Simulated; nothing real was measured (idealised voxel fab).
Module name: voxel ribs on slabs (process module)
We display cut, a cross-section 155 nm in width whose square cells are each 5 nm.
Heads up, the way a cross-section reads in here is a grid of square cells, handed over as bands from the top down, with every band being one or more rows of cells. This entry defines a band. It first specifies the height of the band's top and the height of its bottom in nm, and then specifies the band's materials from left to right, stating each material with its width in nm. The word "throughout" identifies a single material that fills the band from edge to edge, while the word "blank" identifies empty space. We count height from 0. Below that, the starting wafer is all one material. The lowest band never ends at the bottom but goes on down; see "0 -> down" for how that is written. Graded width ("30 to 40"): value in top row of band = first number; value in bottom row = second number; row-to-row change constant. The cross-section has no changed cell in any step marked "nothing got changed". Closed-off voids of 8+ cells (no open route to the top) go in "Enclosed voids", written width x height at distance from the left edge, in nm. What comes after the settings on a step's line is commentary from the simulator itself on that step. What "overlay nm" on a step's line means: if the step has a mask, that mask lay this far to the right of its planned place, or, when the value is negative, to the left.

So here's the lineup of process steps we planned:
1: RECEIVE, material Si
2: DIRECTIONAL_DEP, material SiO2, thk nm 20
3: DIRECTIONAL_DEP, material SiN, thk nm 20
4: DIRECTIONAL_DEP, material aC, thk nm 10
5: PATTERN, tone cover, mask id RIB, material resist, width nm 15, thk nm 25, overlay nm 0
6: DIRECTIONAL_ETCH, etch materials aC, depth nm 10
7: STRIP, etch materials resist
8: DIRECTIONAL_ETCH, etch materials SiN, depth nm 5
9: STRIP, etch materials aC
10: MASKED_ETCH, tone cover, mask id SLAB, width nm 65, etch materials SiN, depth nm 15, overlay nm 0
11: FILL_DEP, material SiO2, thk nm 25
12: CMP, height nm 60
13: DIRECTIONAL_DEP, material TiN, thk nm 5
14: DIRECTIONAL_DEP, material aC, thk nm 15
15: PATTERN, tone cover, mask id HEATER, material resist, width nm 25, thk nm 35, overlay nm 0
16: DIRECTIONAL_ETCH, etch materials aC, depth nm 15
17: STRIP, etch materials resist
18: DIRECTIONAL_ETCH, etch materials TiN, depth nm 5
19: STRIP, etch materials aC
20: CONFORMAL_DEP, material SiN, thk nm 5

Received-state cross-section, reflecting completion of step 1:
* 0 -> down: Si throughout
* Enclosed voids: none

What the wafer looks like in cross-section after this module, when it starts as shown above and follows the plan above but one mistake is made in running it:
* 70 -> 60: SiN throughout
* 60 -> 40: SiO2 throughout
* 40 -> 35: 70 of SiO2, then 15 of SiN, then 70 of SiO2
* 35 -> 20: 45 of SiO2, then 65 of SiN, then 45 of SiO2
* 20 -> 0: SiO2 throughout
* 0 -> down: Si throughout
* Enclosed voids: none
What was done differently from what was planned? step 13 changed vs plan, executed as DIRECTIONAL_DEP, material SiN, thk nm 5
